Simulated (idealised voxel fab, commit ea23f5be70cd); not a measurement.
process module | voxel ribs on slabs
cross-section cut | 285 nm wide | cells 5 nm
A cross-section is a grid of square cells, given in bands from the top down. A band is one or more rows of cells.
Each band's line starts with the height of the band's top and of its bottom, in nm. Then come its materials from left to right, each with its width in nm. One material with "throughout" fills the band from edge to edge. "air" is empty space.
Height 0 is the level under which the wafer as received is all one material. The lowest band goes on downwards, as in "0 down".
A width such as "30 to 40" changes by the same amount from each row of cells to the next, from the band's top row to its bottom row.
"no change" after a step means that no cell of the cross-section changed.
closed voids: empty space of 8 cells or more with no open way to the top, each as width x height at its distance from the left edge, in nm
after a step's settings: what the simulator itself notes on the step
overlay nm, on a step with a mask: how far to the right of its planned place the mask lay; to the left if negative
plan
1 op RECEIVE | material Si
2 op DIRECTIONAL_DEP | material SiO2 | thk nm 20
3 op DIRECTIONAL_DEP | material polySi | thk nm 25
4 op PATTERN | tone cover | mask id RIB | material resist | width nm 30 | thk nm 20 | overlay nm 0
5 op DIRECTIONAL_ETCH | etch materials polySi | depth nm 5
6 op STRIP | etch materials resist
7 op PATTERN | tone cover | mask id SLAB | material resist | width nm 60 | thk nm 15 | overlay nm 0
8 op DIRECTIONAL_ETCH | etch materials polySi | depth nm 20
9 op STRIP | etch materials resist
10 op FILL_DEP | material SiO2 | thk nm 30
11 op CMP | height nm 65
12 op DIRECTIONAL_DEP | material W | thk nm 10
13 op PATTERN | tone cover | mask id HEATER | material resist | width nm 40 | thk nm 15 | overlay nm 0
14 op DIRECTIONAL_ETCH | etch materials W | depth nm 10
15 op STRIP | etch materials resist
16 op CONFORMAL_DEP | material SiN | thk nm 5
as received, after step 1
  0 down: Si throughout
  closed voids: none
a wafer at the end: this start, this plan, one mistake
  80 to 75: air 110 | SiN 50 | air 125
  75 to 70: air 110 | SiN 5 | W 40 | SiN 5 | air 125
  70 to 65: SiN 115 | W 40 | SiN 130
  65 to 45: SiO2 throughout
  45 to 40: SiO2 125 | polySi 30 | SiO2 130
  40 to 20: SiO2 110 | polySi 60 | SiO2 115
  20 to 0: SiO2 throughout
  0 down: Si throughout
  closed voids: none
what went wrong: step 13 ran as: op PATTERN | tone cover | mask id HEATER | material resist | width nm 40 | thk nm 15 | overlay nm -5
